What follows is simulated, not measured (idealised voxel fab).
process module | voxel fin reveal
cross-section cut | 295 nm wide | cells 5 nm
A cross-section is a grid of square cells, given in bands from the top down. A band is one or more rows of cells.
Each band's line starts with the height of the band's top and of its bottom, in nm. Then come its materials from left to right, each with its width in nm. One material with "throughout" fills the band from edge to edge. "air" is empty space.
Height 0 is the level under which the wafer as received is all one material. The lowest band goes on downwards, as in "0 down".
A width such as "30 to 40" changes by the same amount from each row of cells to the next, from the band's top row to its bottom row.
"no change" after a step means that no cell of the cross-section changed.
closed voids: empty space of 8 cells or more with no open way to the top, each as width x height at its distance from the left edge, in nm
after a step's settings: what the simulator itself notes on the step
overlay nm, on a step with a mask: how far to the right of its planned place the mask lay; to the left if negative
plan
1 op RECEIVE | material Si
2 op CONFORMAL_DEP | material SiN | thk nm 10
3 op DIRECTIONAL_DEP | material aC | thk nm 10
4 op PATTERN | tone cover | mask id FINS | material resist | width nm 15 | pitch nm 45 | thk nm 30 | overlay nm 0
5 op DIRECTIONAL_ETCH | etch materials aC | depth nm 10
6 op STRIP | etch materials resist
7 op DIRECTIONAL_ETCH | etch materials SiN | depth nm 10
8 op DIRECTIONAL_ETCH | etch materials Si | depth nm 40
9 op STRIP | etch materials aC
10 op FILL_DEP | material SiO2 | thk nm 5
11 op CMP | height nm 10
12 op SELECTIVE_ETCH | etch materials SiO2 | depth nm 25
13 op STRIP | etch materials SiN
first wafer, as planned
as received, after step 1
  0 down: Si throughout
  closed voids: none
after step 2
  10 to 0: SiN throughout
  below 0: unchanged
after step 3
  20 to 10: aC throughout
  below 10: unchanged
after step 4
  50 to 20: air 70 | resist 15 | air 30 | resist 15 | air 30 | resist 15 | air 30 | resist 15 | air 75
  below 20: unchanged
after step 5
  40 to 20: air 70 | resist 15 | air 30 | resist 15 | air 30 | resist 15 | air 30 | resist 15 | air 75
  20 to 10: air 70 | aC 15 | air 30 | aC 15 | air 30 | aC 15 | air 30 | aC 15 | air 75
  below 10: unchanged
after step 6
  20 to 10: air 70 | aC 15 | air 30 | aC 15 | air 30 | aC 15 | air 30 | aC 15 | air 75
  below 10: unchanged
after step 7
  20 to 10: air 70 | aC 15 | air 30 | aC 15 | air 30 | aC 15 | air 30 | aC 15 | air 75
  10 to 0: air 70 | SiN 15 | air 30 | SiN 15 | air 30 | SiN 15 | air 30 | SiN 15 | air 75
  below 0: unchanged
after step 8
  20 to 10: air 70 | aC 15 | air 30 | aC 15 | air 30 | aC 15 | air 30 | aC 15 | air 75
  10 to 0: air 70 | SiN 15 | air 30 | SiN 15 | air 30 | SiN 15 | air 30 | SiN 15 | air 75
  0 to -40: air 70 | Si 15 | air 30 | Si 15 | air 30 | Si 15 | air 30 | Si 15 | air 75
  below -40: unchanged
after step 9
  10 to 0: air 70 | SiN 15 | air 30 | SiN 15 | air 30 | SiN 15 | air 30 | SiN 15 | air 75
  below 0: unchanged
after step 10
  15 to 10: SiO2 throughout
  10 to 0: SiO2 70 | SiN 15 | SiO2 30 | SiN 15 | SiO2 30 | SiN 15 | SiO2 30 | SiN 15 | SiO2 75
  0 to -40: SiO2 70 | Si 15 | SiO2 30 | Si 15 | SiO2 30 | Si 15 | SiO2 30 | Si 15 | SiO2 75
  below -40: unchanged
after step 11
  10 to 0: SiO2 70 | SiN 15 | SiO2 30 | SiN 15 | SiO2 30 | SiN 15 | SiO2 30 | SiN 15 | SiO2 75
  below 0: unchanged
after step 12
  10 to 0: air 70 | SiN 15 | air 30 | SiN 15 | air 30 | SiN 15 | air 30 | SiN 15 | air 75
  0 to -15: air 70 | Si 15 | air 30 | Si 15 | air 30 | Si 15 | air 30 | Si 15 | air 75
  below -15: unchanged
after step 13
  0 to -15: air 70 | Si 15 | air 30 | Si 15 | air 30 | Si 15 | air 30 | Si 15 | air 75
  below -15: unchanged
second wafer: like start, like plan, one mistake. Through step 8 it matches the first wafer
when step 9 should have ended: no change
when step 10 should have ended
  25 to 20: SiO2 throughout
  20 to 10: SiO2 70 | aC 15 | SiO2 30 | aC 15 | SiO2 30 | aC 15 | SiO2 30 | aC 15 | SiO2 75
  10 to 0: SiO2 70 | SiN 15 | SiO2 30 | SiN 15 | SiO2 30 | SiN 15 | SiO2 30 | SiN 15 | SiO2 75
  0 to -40: SiO2 70 | Si 15 | SiO2 30 | Si 15 | SiO2 30 | Si 15 | SiO2 30 | Si 15 | SiO2 75
  below -40: unchanged
when step 11 should have ended
  10 to 0: SiO2 70 | SiN 15 | SiO2 30 | SiN 15 | SiO2 30 | SiN 15 | SiO2 30 | SiN 15 | SiO2 75
  below 0: unchanged
when step 12 should have ended
  10 to 0: air 70 | SiN 15 | air 30 | SiN 15 | air 30 | SiN 15 | air 30 | SiN 15 | air 75
  0 to -15: air 70 | Si 15 | air 30 | Si 15 | air 30 | Si 15 | air 30 | Si 15 | air 75
  below -15: unchanged
when step 13 should have ended
  0 to -15: air 70 | Si 15 | air 30 | Si 15 | air 30 | Si 15 | air 30 | Si 15 | air 75
  below -15: unchanged
what went wrong: step 9 was left out
at the end the two cross-sections are the same: no effect in what this model computes
